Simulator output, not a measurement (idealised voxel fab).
Proc. module: voxel self aligned contacts
Shown is cross-section cut, with a width of 170 nm and square cells of size 5 nm.
Think of the cross-section as a grid of square cells. We describe it in bands, top to bottom, and each band covers one or more rows of those cells. Basically the band line says how high the top is and how high the bottom is, in nm, and then what's in it from left to right, every material with its width in nm. Empty space shows up as "air", and if a single material carries "throughout" it runs the full band edge to edge. Heights are expressed relative to 0, this being the level below which the as-received wafer comprises one material exclusively. The lowest band is unbounded in the downward direction and is denoted as in "z 0 and below". Width spec "30->40" -> top row of cells at first value, bottom row at second value, equal per-row change in between. A step reported as "nothing changed" is a step in which no cell of the cross-section changed. What "Enclosed void entries" gives you is every empty space of 8 cells or more that is cut off from the top. Each appears as width x height at distance, with the distance taken from the left edge and width, height and distance all in nm. Step line, after settings: the simulator's comment on this step. "overlay nm" denotes, for a step that has a mask, the displacement of the mask to the right of its planned place, with negative values corresponding to the left.

-- Here's what the planned process steps look like
1. RECEIVE | material Si
2. CONFORMAL_DEP | material SiO2 | thk nm 5
3. DIRECTIONAL_DEP | material polySi | thk nm 25
4. DIRECTIONAL_DEP | material SiN | thk nm 20
5. PATTERN | tone cover | mask id GATE | material resist | width nm 25 | pitch nm 60 | thk nm 20 | overlay nm 0
6. DIRECTIONAL_ETCH | etch materials SiN | depth nm 20
7. DIRECTIONAL_ETCH | etch materials polySi | depth nm 25
8. STRIP | etch materials resist
9. CONFORMAL_DEP | material SiN | thk nm 5
10. DIRECTIONAL_ETCH | etch materials SiN | depth nm 5
11. FILL_DEP | material SiO2 | thk nm 15
12. CMP | height nm 55
13. DIRECTIONAL_DEP | material aC | thk nm 10
14. PATTERN | tone open | mask id CONTACT | material resist | width nm 45 | thk nm 25 | overlay nm 0
15. DIRECTIONAL_ETCH | etch materials aC | depth nm 10
16. STRIP | etch materials resist
17. DIRECTIONAL_ETCH | etch materials SiO2 | depth nm 55
18. STRIP | etch materials aC
19. CONFORMAL_DEP | material TiN | thk nm 5
20. FILL_DEP | material Ru | thk nm 5
21. CMP | height nm 55
22. CONFORMAL_DEP | material SiCN | thk nm 5

-- Cross-section of the incoming wafer, state after step 1
* z 0 and below = Si throughout
* Enclosed void entries: none

-- Figure: cross-sectional view of the wafer upon completion of the module, processed from the initial state and according to the plan depicted above, with one error introduced during execution
* z 60 to 55 = SiCN throughout
* z 55 to 50 = SiO2=60, TiN=15, Ru=15, TiN=15, SiO2=65
* z 50 to 30 = SiO2=35, SiN=5, polySi=25, SiN=5, TiN=5, Ru=15, TiN=5, SiN=5, polySi=25, SiN=5, SiO2=40
* z 30 to 25 = SiO2=35, SiN=5, polySi=25, SiN=5, TiN=25, SiN=5, polySi=25, SiN=5, SiO2=40
* z 25 to 5 = SiN throughout
* z 5 to 0 = SiO2 throughout
* z 0 and below = Si throughout
* Enclosed void entries: none
So what did we get wrong on this run? ran 3 and 4 in swapped order versus the plan
